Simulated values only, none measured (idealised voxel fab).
process module | voxel trench capacitor
cross-section cut | 260 nm wide | cells 5 nm
A cross-section is a grid of square cells, given in bands from the top down. A band is one or more rows of cells.
Each band's line starts with the height of the band's top and of its bottom, in nm. Then come its materials from left to right, each with its width in nm. One material with "throughout" fills the band from edge to edge. "air" is empty space.
Height 0 is the level under which the wafer as received is all one material. The lowest band goes on downwards, as in "0 down".
A width such as "30 to 40" changes by the same amount from each row of cells to the next, from the band's top row to its bottom row.
"no change" after a step means that no cell of the cross-section changed.
closed voids: empty space of 8 cells or more with no open way to the top, each as width x height at its distance from the left edge, in nm
after a step's settings: what the simulator itself notes on the step
overlay nm, on a step with a mask: how far to the right of its planned place the mask lay; to the left if negative
plan
1 op RECEIVE | material Si
2 op CONFORMAL_DEP | material SiN | thk nm 5
3 op MASKED_ETCH | tone open | mask id TRENCH | width nm 15 | pitch nm 40 | etch materials SiN | depth nm 5 | overlay nm 0
4 op MASKED_ETCH | tone open | mask id TRENCH | width nm 15 | pitch nm 40 | etch materials Si | depth nm 40 | overlay nm 0
5 op CONFORMAL_DEP | material Al2O3 | thk nm 5
6 op FILL_DEP | material polySi | thk nm 5
7 op CMP | height nm 5
varied across the wafers: width nm of step 3. The plan shows the first wafer's value. All wafers start alike
first wafer as received, after step 1
  0 down: Si throughout
  closed voids: none
each wafer at the end: cells of each material gained (+) or lost (-) since it was received, then its closed voids
width nm 15 | +38 Al2O3 | -48 Si | +46 SiN | +16 polySi | closed voids: none
width nm 20 | +40 Al2O3 | -48 Si | +44 SiN | +16 polySi | closed voids: none
width nm 25 | +42 Al2O3 | -48 Si | +42 SiN | +16 polySi | closed voids: none
